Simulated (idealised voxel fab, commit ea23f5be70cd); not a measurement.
process module | voxel local oxidation
cross-section cut | 165 nm wide | cells 5 nm
A cross-section is a grid of square cells, given in bands from the top down. A band is one or more rows of cells.
Each band's line starts with the height of the band's top and of its bottom, in nm. Then come its materials from left to right, each with its width in nm. One material with "throughout" fills the band from edge to edge. "air" is empty space.
Height 0 is the level under which the wafer as received is all one material. The lowest band goes on downwards, as in "0 down".
A width such as "30 to 40" changes by the same amount from each row of cells to the next, from the band's top row to its bottom row.
"no change" after a step means that no cell of the cross-section changed.
closed voids: empty space of 8 cells or more with no open way to the top, each as width x height at its distance from the left edge, in nm
after a step's settings: what the simulator itself notes on the step
overlay nm, on a step with a mask: how far to the right of its planned place the mask lay; to the left if negative
plan
1 op RECEIVE | material Si
2 op OXIDIZE | depth nm 5
3 op CONFORMAL_DEP | material SiN | thk nm 10
4 op MASKED_ETCH | tone cover | mask id ACTIVE | width nm 110 | etch materials SiN | depth nm 10 | overlay nm 0
5 op SELECTIVE_ETCH | etch materials SiO2 | depth nm 5
6 op OXIDIZE | depth nm 15
7 op STRIP | etch materials SiN
as received, after step 1
  0 down: Si throughout
  closed voids: none
a wafer at the end: this start, this plan, one mistake
  -5 to -20: air 45 | Si 70 | air 50
  -20 down: Si throughout
  closed voids: none
what went wrong: step 7 ran as: op STRIP | etch materials SiO2
